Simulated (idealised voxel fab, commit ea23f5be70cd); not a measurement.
process module | voxel capacitor over wiring
cross-section cut | 155 nm wide | cells 5 nm
A cross-section is a grid of square cells, given in bands from the top down. A band is one or more rows of cells.
Each band's line starts with the height of the band's top and of its bottom, in nm. Then come its materials from left to right, each with its width in nm. One material with "throughout" fills the band from edge to edge. "air" is empty space.
Height 0 is the level under which the wafer as received is all one material. The lowest band goes on downwards, as in "0 down".
A width such as "30 to 40" changes by the same amount from each row of cells to the next, from the band's top row to its bottom row.
"no change" after a step means that no cell of the cross-section changed.
closed voids: empty space of 8 cells or more with no open way to the top, each as width x height at its distance from the left edge, in nm
after a step's settings: what the simulator itself notes on the step
overlay nm, on a step with a mask: how far to the right of its planned place the mask lay; to the left if negative
plan
1 op RECEIVE | material Si
2 op CONFORMAL_DEP | material SiO2 | thk nm 15
3 op CONFORMAL_DEP | material SiN | thk nm 5
4 op DIRECTIONAL_DEP | material SiO2 | thk nm 25
5 op DIRECTIONAL_DEP | material aC | thk nm 15
6 op PATTERN | tone open | mask id METAL_1 | material resist | width nm 30 | pitch nm 80 | thk nm 35 | overlay nm 0
7 op DIRECTIONAL_ETCH | etch materials aC | depth nm 15
8 op STRIP | etch materials resist
9 op DIRECTIONAL_ETCH | etch materials SiO2 | depth nm 25
10 op DIRECTIONAL_ETCH | etch materials SiN | depth nm 5
11 op STRIP | etch materials aC
12 op CONFORMAL_DEP | material TiN | thk nm 5
13 op FILL_DEP | material Ru | thk nm 5
14 op CMP | height nm 45
15 op CONFORMAL_DEP | material SiCN | thk nm 5
16 op DIRECTIONAL_DEP | material lowk | thk nm 15
17 op MASKED_ETCH | tone open | mask id PLUG_1 | width nm 15 | etch materials lowk | depth nm 15 | overlay nm 0
18 op MASKED_ETCH | tone open | mask id PLUG_1 | width nm 15 | etch materials SiCN | depth nm 5 | overlay nm 0
19 op EPI | material Ru | thk nm 10
20 op EPI | material Ru | thk nm 10
21 op DIRECTIONAL_DEP | material TiN | thk nm 10
22 op DIRECTIONAL_DEP | material HfO2 | thk nm 5
23 op DIRECTIONAL_DEP | material TiN | thk nm 10
24 op DIRECTIONAL_DEP | material aC | thk nm 15
25 op PATTERN | tone cover | mask id UPPER_PLATE | material resist | width nm 55 | thk nm 30 | overlay nm 0
26 op DIRECTIONAL_ETCH | etch materials aC | depth nm 15
27 op STRIP | etch materials resist
28 op DIRECTIONAL_ETCH | etch materials TiN | depth nm 10
29 op DIRECTIONAL_ETCH | etch materials HfO2 | depth nm 5
30 op STRIP | etch materials aC
31 op DIRECTIONAL_DEP | material aC | thk nm 10
32 op PATTERN | tone cover | mask id LOWER_PLATE | material resist | width nm 55 | thk nm 30 | overlay nm 0
33 op DIRECTIONAL_ETCH | etch materials aC | depth nm 10
34 op STRIP | etch materials resist
35 op DIRECTIONAL_ETCH | etch materials TiN | depth nm 10
36 op STRIP | etch materials aC
37 op FILL_DEP | material SiO2 | thk nm 20
38 op CMP | height nm 105
39 op MASKED_ETCH | tone open | mask id PLUG_2 | width nm 15 | etch materials SiO2 | depth nm 15 | overlay nm 0
40 op CONFORMAL_DEP | material TiN | thk nm 5
41 op FILL_DEP | material Ru | thk nm 10
42 op CMP | height nm 105
43 op CONFORMAL_DEP | material SiCN | thk nm 5
varied across the wafers: width nm of step 32. The plan shows the first wafer's value. All wafers start alike
first wafer as received, after step 1
  0 down: Si throughout
  closed voids: none
each wafer at the end: cells of each material gained (+) or lost (-) since it was received, then its closed voids
width nm 55 | +11 HfO2 | +54 Ru | +59 SiCN | +19 SiN | +372 SiO2 | +83 TiN | +84 lowk | closed voids: none
width nm 60 | +11 HfO2 | +54 Ru | +59 SiCN | +19 SiN | +370 SiO2 | +85 TiN | +84 lowk | closed voids: none
width nm 65 | +11 HfO2 | +54 Ru | +59 SiCN | +19 SiN | +368 SiO2 | +87 TiN | +84 lowk | closed voids: none
width nm 70 | +11 HfO2 | +54 Ru | +59 SiCN | +19 SiN | +366 SiO2 | +89 TiN | +84 lowk | closed voids: none
width nm 75 | +11 HfO2 | +54 Ru | +59 SiCN | +19 SiN | +364 SiO2 | +91 TiN | +84 lowk | closed voids: none
width nm 80 | +11 HfO2 | +54 Ru | +59 SiCN | +19 SiN | +362 SiO2 | +93 TiN | +84 lowk | closed voids: none
